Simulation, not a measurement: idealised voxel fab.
Name of the process module below: voxel wiring stack
Xsec cut, 235 nm wide, square cell size 5 nm.
Cross-section format: a grid of square cells, given as bands from top to bottom; each band is one or more rows of cells.
Look at the band entry: it leads with the top's height and the bottom's height in nm. Then it lists the materials left to right, with a width in nm for each. The word "edge to edge" on a single material says that material fills the band edge to edge. The word "empty" is empty space.
We count height from 0. Below that, the starting wafer is all one material. The lowest band never ends at the bottom but goes on down; see "0 -> down" for how that is written.
Width: "30..40" (first number = top row, second number = bottom row, same change from row to row of cells).
What does "all unchanged" mean for a step? It means no cell of the cross-section changed in that step.
In "Cavities, closed" the enclosed voids are listed, meaning empty spaces of 8 cells or larger without any opening to the top. The form is width x height at distance, distance from the left edge, units nm.
Step line, after settings: the simulator's comment on this step.
What "overlay nm" on a step's line means: if the step has a mask, that mask lay this far to the right of its planned place, or, when the value is negative, to the left.
# Steps in the process plan
1. RECEIVE | material Si
2. CONFORMAL_DEP | material SiO2 | thk nm 15
3. DIRECTIONAL_DEP | material TiN | thk nm 5
4. DIRECTIONAL_DEP | material Ru | thk nm 25
5. MASKED_ETCH | tone cover | mask id METAL_1 | width nm 20 | pitch nm 45 | etch materials Ru | depth nm 25 | overlay nm 0
6. MASKED_ETCH | tone cover | mask id METAL_1 | width nm 20 | pitch nm 45 | etch materials TiN | depth nm 5 | overlay nm 0
7. FILL_DEP | material SiO2 | thk nm 10
8. CMP | height nm 45
9. CONFORMAL_DEP | material SiCN | thk nm 5
10. DIRECTIONAL_DEP | material lowk | thk nm 5
11. DIRECTIONAL_DEP | material aC | thk nm 15
12. PATTERN | tone open | mask id PLUG_1 | material resist | width nm 15 | pitch nm 90 | thk nm 35 | overlay nm 0
13. DIRECTIONAL_ETCH | etch materials aC | depth nm 15
14. STRIP | etch materials resist
15. DIRECTIONAL_ETCH | etch materials lowk | depth nm 10
16. DIRECTIONAL_ETCH | etch materials SiCN | depth nm 5
17. STRIP | etch materials aC
18. CONFORMAL_DEP | material TiN | thk nm 5
19. FILL_DEP | material Cu | thk nm 10
20. CMP | height nm 60
21. DIRECTIONAL_DEP | material TiN | thk nm 5
22. DIRECTIONAL_DEP | material W | thk nm 15
23. MASKED_ETCH | tone cover | mask id METAL_2 | width nm 20 | pitch nm 45 | etch materials W | depth nm 15 | overlay nm 0
24. MASKED_ETCH | tone cover | mask id METAL_2 | width nm 20 | pitch nm 45 | etch materials TiN | depth nm 5 | overlay nm 0
25. CONFORMAL_DEP | material SiCN | thk nm 5
26. FILL_DEP | material lowk | thk nm 10
27. CMP | height nm 80
28. CONFORMAL_DEP | material SiN | thk nm 5
varied across the wafers: thk nm of step 10. The plan shows the first wafer's value. All wafers start alike
# Here's the first of the wafers in cross-section, just as we got it, i.e. after step 1
0 -> down: Si edge to edge
Cavities, closed: none
# After the module's final step, step 28: the first of several wafers in cross-section
85 -> 80: SiN edge to edge
80 -> 65: 35 lowk, 5 SiCN, 20 W, 5 SiCN, 15 lowk, 5 SiCN, 20 W, 5 SiCN, 15 lowk, 5 SiCN, 20 W, 5 SiCN, 15 lowk, 5 SiCN, 20 W, 5 SiCN, 35 lowk
65 -> 60: 40 SiCN, 20 TiN, 25 SiCN, 20 TiN, 25 SiCN, 20 TiN, 25 SiCN, 20 TiN, 40 SiCN
60 -> 55: 45 TiN, 5 Cu, 85 TiN, 5 Cu, 95 TiN
55 -> 50: 40 lowk, 5 TiN, 5 Cu, 5 TiN, 75 lowk, 5 TiN, 5 Cu, 5 TiN, 90 lowk
50 -> 45: 40 SiCN, 15 TiN, 75 SiCN, 15 TiN, 90 SiCN
45 -> 20: 40 SiO2, 20 Ru, 25 SiO2, 20 Ru, 25 SiO2, 20 Ru, 25 SiO2, 20 Ru, 40 SiO2
20 -> 15: 40 SiO2, 20 TiN, 25 SiO2, 20 TiN, 25 SiO2, 20 TiN, 25 SiO2, 20 TiN, 40 SiO2
15 -> 0: SiO2 edge to edge
0 -> down: Si edge to edge
Cavities, closed: none
# Showing the last wafer in cross-section at the end of the module
85 -> 80: SiN edge to edge
80 -> 65: 35 lowk, 5 SiCN, 20 W, 5 SiCN, 15 lowk, 5 SiCN, 20 W, 5 SiCN, 15 lowk, 5 SiCN, 20 W, 5 SiCN, 15 lowk, 5 SiCN, 20 W, 5 SiCN, 35 lowk
65 -> 60: 40 SiCN, 20 TiN, 25 SiCN, 20 TiN, 25 SiCN, 20 TiN, 25 SiCN, 20 TiN, 40 SiCN
60 -> 50: lowk edge to edge
50 -> 45: SiCN edge to edge
45 -> 20: 40 SiO2, 20 Ru, 25 SiO2, 20 Ru, 25 SiO2, 20 Ru, 25 SiO2, 20 Ru, 40 SiO2
20 -> 15: 40 SiO2, 20 TiN, 25 SiO2, 20 TiN, 25 SiO2, 20 TiN, 25 SiO2, 20 TiN, 40 SiO2
15 -> 0: SiO2 edge to edge
0 -> down: Si edge to edge
Cavities, closed: none
# Gained (+) or lost (-) cells of each material since receipt, then closed voids: one row per wafer, at the end of the module
thk nm 5, +4 Cu, +80 Ru, +96 SiCN, +47 SiN, +327 SiO2, +87 TiN, +48 W, +110 lowk, Cavities, closed: none
thk nm 10, +4 Cu, +80 Ru, +96 SiCN, +47 SiN, +327 SiO2, +46 TiN, +48 W, +151 lowk, Cavities, closed: none
thk nm 15, +80 Ru, +102 SiCN, +47 SiN, +327 SiO2, +38 TiN, +48 W, +157 lowk, Cavities, closed: none
thk nm 20, +80 Ru, +102 SiCN, +47 SiN, +327 SiO2, +32 TiN, +48 W, +163 lowk, Cavities, closed: none
thk nm 25, +80 Ru, +102 SiCN, +47 SiN, +327 SiO2, +32 TiN, +48 W, +163 lowk, Cavities, closed: none
